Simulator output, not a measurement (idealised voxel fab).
process module | voxel self aligned vias
cross-section cut | 215 nm wide | cells 5 nm
A cross-section is a grid of square cells, given in bands from the top down. A band is one or more rows of cells.
Each band's line starts with the height of the band's top and of its bottom, in nm. Then come its materials from left to right, each with its width in nm. One material with "throughout" fills the band from edge to edge. "air" is empty space.
Height 0 is the level under which the wafer as received is all one material. The lowest band goes on downwards, as in "0 down".
A width such as "30 to 40" changes by the same amount from each row of cells to the next, from the band's top row to its bottom row.
"no change" after a step means that no cell of the cross-section changed.
closed voids: empty space of 8 cells or more with no open way to the top, each as width x height at its distance from the left edge, in nm
after a step's settings: what the simulator itself notes on the step
overlay nm, on a step with a mask: how far to the right of its planned place the mask lay; to the left if negative
plan
1 op RECEIVE | material Si
2 op CONFORMAL_DEP | material SiO2 | thk nm 15
3 op CONFORMAL_DEP | material SiCN | thk nm 5
4 op DIRECTIONAL_DEP | material lowk | thk nm 30
5 op PATTERN | tone open | mask id LINES | material resist | width nm 30 | pitch nm 70 | thk nm 15 | overlay nm 0
6 op DIRECTIONAL_ETCH | etch materials lowk | depth nm 20
7 op STRIP | etch materials resist
8 op CONFORMAL_DEP | material TiN | thk nm 5
9 op FILL_DEP | material W | thk nm 10
10 op CMP | height nm 50
11 op SELECTIVE_ETCH | etch materials W Ru TiN | depth nm 5
12 op FILL_DEP | material SiN | thk nm 5
13 op CMP | height nm 50
14 op DIRECTIONAL_DEP | material lowk | thk nm 15
15 op MASKED_ETCH | tone open | mask id VIAS | width nm 50 | pitch nm 70 | etch materials lowk | depth nm 15 | overlay nm 0
16 op MASKED_ETCH | tone open | mask id VIAS | width nm 50 | pitch nm 70 | etch materials SiN | depth nm 5 | overlay nm 0
17 op CONFORMAL_DEP | material TiN | thk nm 5
18 op FILL_DEP | material W | thk nm 5
19 op CMP | height nm 65
20 op CONFORMAL_DEP | material SiCN | thk nm 5
varied across the wafers: depth nm of step 6. The plan shows the first wafer's value. All wafers start alike
first wafer as received, after step 1
  0 down: Si throughout
  closed voids: none
first wafer at the end, after step 20
  70 to 65: SiCN throughout
  65 to 55: lowk 45 | TiN 5 | W 40 | TiN 5 | lowk 20 | TiN 5 | W 40 | TiN 5 | lowk 50
  55 to 50: lowk 45 | TiN 15 | W 20 | TiN 15 | lowk 20 | TiN 15 | W 20 | TiN 15 | lowk 50
  50 to 45: lowk 55 | TiN 30 | lowk 40 | TiN 30 | lowk 60
  45 to 35: lowk 55 | TiN 5 | W 20 | TiN 5 | lowk 40 | TiN 5 | W 20 | TiN 5 | lowk 60
  35 to 30: lowk 55 | TiN 30 | lowk 40 | TiN 30 | lowk 60
  30 to 20: lowk throughout
  20 to 15: SiCN throughout
  15 to 0: SiO2 throughout
  0 down: Si throughout
  closed voids: none
last wafer at the end
  70 to 65: SiCN throughout
  65 to 55: lowk 45 | TiN 5 | W 40 | TiN 5 | lowk 20 | TiN 5 | W 40 | TiN 5 | lowk 50
  55 to 50: lowk 45 | TiN 15 | W 20 | TiN 15 | lowk 20 | TiN 15 | W 20 | TiN 15 | lowk 50
  50 to 45: lowk 55 | TiN 30 | lowk 40 | TiN 30 | lowk 60
  45 to 25: lowk 55 | TiN 5 | W 20 | TiN 5 | lowk 40 | TiN 5 | W 20 | TiN 5 | lowk 60
  25 to 20: lowk 55 | TiN 30 | lowk 40 | TiN 30 | lowk 60
  20 to 15: SiCN throughout
  15 to 0: SiO2 throughout
  0 down: Si throughout
  closed voids: none
each wafer at the end: cells of each material gained (+) or lost (-) since it was received, then its closed voids
depth nm 20 | +86 SiCN | +129 SiO2 | +52 TiN | +56 W | +279 lowk | closed voids: none
depth nm 25 | +86 SiCN | +129 SiO2 | +56 TiN | +64 W | +267 lowk | closed voids: none
depth nm 30 | +86 SiCN | +129 SiO2 | +60 TiN | +72 W | +255 lowk | closed voids: none
depth nm 35 | +86 SiCN | +129 SiO2 | +60 TiN | +72 W | +255 lowk | closed voids: none
depth nm 40 | +86 SiCN | +129 SiO2 | +60 TiN | +72 W | +255 lowk | closed voids: none
depth nm 45 | +86 SiCN | +129 SiO2 | +60 TiN | +72 W | +255 lowk | closed voids: none
